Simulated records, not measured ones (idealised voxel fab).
voxel double patterning: a process module
Each square cell in cross-section cut measures 5 nm, and the section as a whole is 270 nm wide.
Square cells in a grid make up a cross-section in this document, and the grid is given as bands, listed from the top down, each one or more rows of cells.
A band entry consists of two parts. The first gives the height of the band's top and the height of its bottom, in nm. The rest lists the band's materials from left to right, each with its width in nm. A single material labelled with the word "throughout" fills the band from edge to edge, and the word "air" marks empty space.
Zero point of the height axis is 0; under it, received wafer = one material. Lowest band: continues down indefinitely, "0 down".
So if you see something like "30 to 40" for the width, read it as the top row of the band sitting at the first number and the bottom row at the second, with every row in between moving by the same amount as the last.
Take "nothing got changed" at face value: in the step it is given for, the cross-section changed in none of its cells.
Closed empty spaces (no open way to the top) of 8 cells or more are what "Cavities, closed" lists, each as width x height at distance from the left edge, nm for all three.
Read whatever lies past the settings on a step's line as the simulator's own remark about the step.
overlay nm: step with mask; distance mask lay right of planned place; negative value = left of planned place.

-- Process steps - plan
1 RECEIVE (material Si)
2 CONFORMAL_DEP (material SiO2; thk nm 10)
3 DIRECTIONAL_DEP (material TiN; thk nm 20)
4 DIRECTIONAL_DEP (material SiN; thk nm 5)
5 DIRECTIONAL_DEP (material aC; thk nm 10)
6 PATTERN (tone open; mask id FIRST; material resist; width nm 15; pitch nm 50; thk nm 30; overlay nm 0)
7 DIRECTIONAL_ETCH (etch materials aC; depth nm 10)
8 STRIP (etch materials resist)
9 DIRECTIONAL_ETCH (etch materials SiN; depth nm 5)
10 STRIP (etch materials aC)
11 DIRECTIONAL_DEP (material aC; thk nm 10)
12 PATTERN (tone open; mask id SECOND; material resist; width nm 15; pitch nm 50; thk nm 30; overlay nm 0)
13 DIRECTIONAL_ETCH (etch materials aC; depth nm 10)
14 STRIP (etch materials resist)
15 DIRECTIONAL_ETCH (etch materials SiN; depth nm 5)
16 STRIP (etch materials aC)
17 DIRECTIONAL_ETCH (etch materials TiN; depth nm 20)
18 STRIP (etch materials SiN)

-- Incoming wafer, cross-sectional view, post step 1
- 0 down = Si throughout
- Cavities, closed: none

-- First of two wafers, end-of-module section, run followed plan
- 30 to 10 = TiN: 75 | air: 15 | TiN: 10 | air: 15 | TiN: 10 | air: 15 | TiN: 10 | air: 15 | TiN: 10 | air: 15 | TiN: 80
- 10 to 0 = SiO2 throughout
- 0 down = Si throughout
- Cavities, closed: none

-- The second wafer, shown in cross-section after the module: started the same way as the first and given the same plan, yet one mistake crept into how it was run
- 50 to 30 = TiN: 75 | air: 15 | TiN: 10 | air: 15 | TiN: 10 | air: 15 | TiN: 10 | air: 15 | TiN: 10 | air: 15 | TiN: 80
- 30 to 10 = TiN throughout
- 10 to 0 = SiO2 throughout
- 0 down = Si throughout
- Cavities, closed: none
What was done differently from what was planned? plan step 3 was conducted twice
Final difference in cells, second wafer against first, listed per material as more or fewer: 216 more of TiN
